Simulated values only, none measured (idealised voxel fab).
process module | voxel self aligned vias
cross-section cut | 220 nm wide | cells 5 nm
A cross-section is a grid of square cells, given in bands from the top down. A band is one or more rows of cells.
Each band's line starts with the height of the band's top and of its bottom, in nm. Then come its materials from left to right, each with its width in nm. One material with "throughout" fills the band from edge to edge. "air" is empty space.
Height 0 is the level under which the wafer as received is all one material. The lowest band goes on downwards, as in "0 down".
A width such as "30 to 40" changes by the same amount from each row of cells to the next, from the band's top row to its bottom row.
"no change" after a step means that no cell of the cross-section changed.
closed voids: empty space of 8 cells or more with no open way to the top, each as width x height at its distance from the left edge, in nm
after a step's settings: what the simulator itself notes on the step
overlay nm, on a step with a mask: how far to the right of its planned place the mask lay; to the left if negative
plan
1 op RECEIVE | material Si
2 op CONFORMAL_DEP | material SiO2 | thk nm 10
3 op CONFORMAL_DEP | material SiCN | thk nm 5
4 op DIRECTIONAL_DEP | material lowk | thk nm 20
5 op PATTERN | tone open | mask id LINES | material resist | width nm 25 | pitch nm 70 | thk nm 15 | overlay nm 0
6 op DIRECTIONAL_ETCH | etch materials lowk | depth nm 20
7 op STRIP | etch materials resist
8 op CONFORMAL_DEP | material TiN | thk nm 5
9 op FILL_DEP | material W | thk nm 5
10 op CMP | height nm 35
11 op SELECTIVE_ETCH | etch materials W Ru TiN | depth nm 5
12 op FILL_DEP | material SiN | thk nm 5
13 op CMP | height nm 35
14 op DIRECTIONAL_DEP | material lowk | thk nm 20
15 op PATTERN | tone open | mask id VIAS | material resist | width nm 45 | thk nm 20 | overlay nm 0
16 op DIRECTIONAL_ETCH | etch materials lowk | depth nm 20
17 op DIRECTIONAL_ETCH | etch materials SiN | depth nm 5
18 op STRIP | etch materials resist
19 op CONFORMAL_DEP | material TiN | thk nm 5
20 op FILL_DEP | material W | thk nm 5
21 op CMP | height nm 55
22 op CONFORMAL_DEP | material SiCN | thk nm 5
as received, after step 1
  0 down: Si throughout
  closed voids: none
a wafer at the end: this start, this plan, one mistake
  50 to 45: SiCN throughout
  45 to 35: lowk 50 | TiN 5 to 15 | W 35 to 15 | TiN 5 to 15 | lowk 125
  35 to 30: lowk 60 | TiN 25 | lowk 45 | SiN 25 | lowk 65
  30 to 20: lowk 60 | TiN 5 | W 15 | TiN 5 | lowk 45 | TiN 5 | W 15 | TiN 5 | lowk 65
  20 to 15: lowk 60 | TiN 25 | lowk 45 | TiN 25 | lowk 65
  15 to 10: SiCN throughout
  10 to 0: SiO2 throughout
  0 down: Si throughout
  closed voids: none
what went wrong: step 21 ran as: op CMP | height nm 45
